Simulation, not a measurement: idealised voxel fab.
Name of the process module below: voxel capacitor over wiring
Cross-section cut: width 235 nm, square cells of 5 nm.
Cross-section, as written here: a square-cell grid given band by band from the top down, where a band holds one or more rows of cells. The band entry comprises the height of the band's top followed by the height of its bottom, expressed in nm, and subsequently the band's materials from left to right, each stated together with its width in nm. Where a single material is marked with the word "full width", that material fills the band from edge to edge. The word "blank" represents empty space. Counting heights begins at 0, where everything beneath is, in the wafer as received, one material. The lowest band has no bottom; it goes on downwards, as "0 nm and below" shows. So if you see something like "30..40" for the width, read it as the top row of the band sitting at the first number and the bottom row at the second, with every row in between moving by the same amount as the last. For the purposes of this document, the phrase "nothing got changed" attached to a step denotes that no cell within the cross-section was modified by that step. Closed internal voids: empty space of 8 cells or more with no open way to the top, each as width x height at its distance from the left edge, in nm. Heads up: the bit after the settings on a step's line is the simulator's remark on that step. overlay nm: how far to the right of its planned place the mask lay on this masked step (negative: to the left).

Here's what the planned process steps look like:
1,RECEIVE [material Si]
2,CONFORMAL_DEP [material SiO2] [thk nm 10]
3,DIRECTIONAL_DEP [material TiN] [thk nm 5]
4,DIRECTIONAL_DEP [material Ru] [thk nm 25]
5,DIRECTIONAL_DEP [material aC] [thk nm 10]
6,PATTERN [tone cover] [mask id METAL_1] [material resist] [width nm 30] [pitch nm 85] [thk nm 30] [overlay nm 0]
7,DIRECTIONAL_ETCH [etch materials aC] [depth nm 10]
8,STRIP [etch materials resist]
9,DIRECTIONAL_ETCH [etch materials Ru] [depth nm 25]
10,DIRECTIONAL_ETCH [etch materials TiN] [depth nm 5]
11,STRIP [etch materials aC]
12,CONFORMAL_DEP [material SiCN] [thk nm 5]
13,FILL_DEP [material lowk] [thk nm 5]
14,CMP [height nm 40]
15,CONFORMAL_DEP [material SiCN] [thk nm 5]
16,DIRECTIONAL_DEP [material SiO2] [thk nm 10]
17,MASKED_ETCH [tone open] [mask id PLUG_1] [width nm 15] [etch materials SiO2] [depth nm 10] [overlay nm 0]
18,MASKED_ETCH [tone open] [mask id PLUG_1] [width nm 15] [etch materials SiCN] [depth nm 5] [overlay nm 0]
19,EPI [material Ru] [thk nm 10]
20,EPI [material Ru] [thk nm 5]
21,DIRECTIONAL_DEP [material TiN] [thk nm 10]
22,DIRECTIONAL_DEP [material Al2O3] [thk nm 5]
23,DIRECTIONAL_DEP [material TiN] [thk nm 5]
24,DIRECTIONAL_DEP [material aC] [thk nm 10]
25,PATTERN [tone cover] [mask id UPPER_PLATE] [material resist] [width nm 60] [thk nm 30] [overlay nm 0]
26,DIRECTIONAL_ETCH [etch materials aC] [depth nm 10]
27,STRIP [etch materials resist]
28,DIRECTIONAL_ETCH [etch materials TiN] [depth nm 5]
29,DIRECTIONAL_ETCH [etch materials Al2O3] [depth nm 5]
30,STRIP [etch materials aC]
31,MASKED_ETCH [tone cover] [mask id LOWER_PLATE] [width nm 70] [etch materials TiN] [depth nm 10] [overlay nm 0]
32,FILL_DEP [material SiO2] [thk nm 20]
33,CMP [height nm 90]
34,DIRECTIONAL_DEP [material aC] [thk nm 15]
35,PATTERN [tone open] [mask id PLUG_2] [material resist] [width nm 15] [thk nm 30] [overlay nm 0]
36,DIRECTIONAL_ETCH [etch materials aC] [depth nm 15]
37,STRIP [etch materials resist]
38,DIRECTIONAL_ETCH [etch materials SiO2] [depth nm 15]
39,STRIP [etch materials aC]
40,CONFORMAL_DEP [material TiN] [thk nm 5]
41,FILL_DEP [material W] [thk nm 5]
42,CMP [height nm 90]
43,CONFORMAL_DEP [material SiCN] [thk nm 5]

Cross-section, incoming material, after step 1:
- 0 nm and below: Si full width
- Closed internal voids: none

Wafer cross-section at module end: first of two, run to plan:
- 95 nm to 90 nm: SiCN full width
- 90 nm to 80 nm: 85 of SiO2 | 5 of TiN | 5 of W | 5 of TiN | 135 of SiO2
- 80 nm to 70 nm: 85..75 of SiO2 | 15..60 of TiN | 135..100 of SiO2
- 70 nm to 65 nm: 75 of SiO2 | 60 of Al2O3 | 100 of SiO2
- 65 nm to 55 nm: 70 of SiO2 | 70 of TiN | 95 of SiO2
- 55 nm to 45 nm: 75 of SiO2 | 15 of Ru | 145 of SiO2
- 45 nm to 40 nm: 75 of SiCN | 15 of Ru | 145 of SiCN
- 40 nm to 15 nm: 55 of lowk | 5 of SiCN | 30 of Ru | 5 of SiCN | 45 of lowk | 5 of SiCN | 30 of Ru | 5 of SiCN | 55 of lowk
- 15 nm to 10 nm: 60 of SiCN | 30 of TiN | 55 of SiCN | 30 of TiN | 60 of SiCN
- 10 nm to 0 nm: SiO2 full width
- 0 nm and below: Si full width
- Closed internal voids: none

Here's the second of our two wafers sectioned at module end. Same start as the first, same plan, but one mistake got made running it:
- 95 nm to 90 nm: SiCN full width
- 90 nm to 80 nm: 85 of SiO2 | 5 of TiN | 5 of W | 5 of TiN | 135 of SiO2
- 80 nm to 70 nm: 85..75 of SiO2 | 15..60 of TiN | 135..100 of SiO2
- 70 nm to 65 nm: 75 of SiO2 | 60 of Al2O3 | 100 of SiO2
- 65 nm to 55 nm: 70 of SiO2 | 70 of TiN | 95 of SiO2
- 55 nm to 45 nm: 75 of SiO2 | 15 of Ru | 145 of SiO2
- 45 nm to 40 nm: 75 of SiCN | 15 of Ru | 145 of SiCN
- 40 nm to 20 nm: 55 of lowk | 5 of SiCN | 30 of Ru | 5 of SiCN | 45 of lowk | 5 of SiCN | 30 of Ru | 5 of SiCN | 55 of lowk
- 20 nm to 15 nm: 60 of SiCN | 30 of Ru | 55 of SiCN | 30 of Ru | 60 of SiCN
- 15 nm to 5 nm: SiO2 full width
- 5 nm to 0 nm: TiN full width
- 0 nm and below: Si full width
- Closed internal voids: none
Finding, execution versus plan: steps 2 and 3 traded places in the executed sequence
Upon completion, the second wafer contains, in terms of cells, a greater or smaller amount of certain materials than the first wafer: -4 SiCN; +35 TiN; -31 lowk
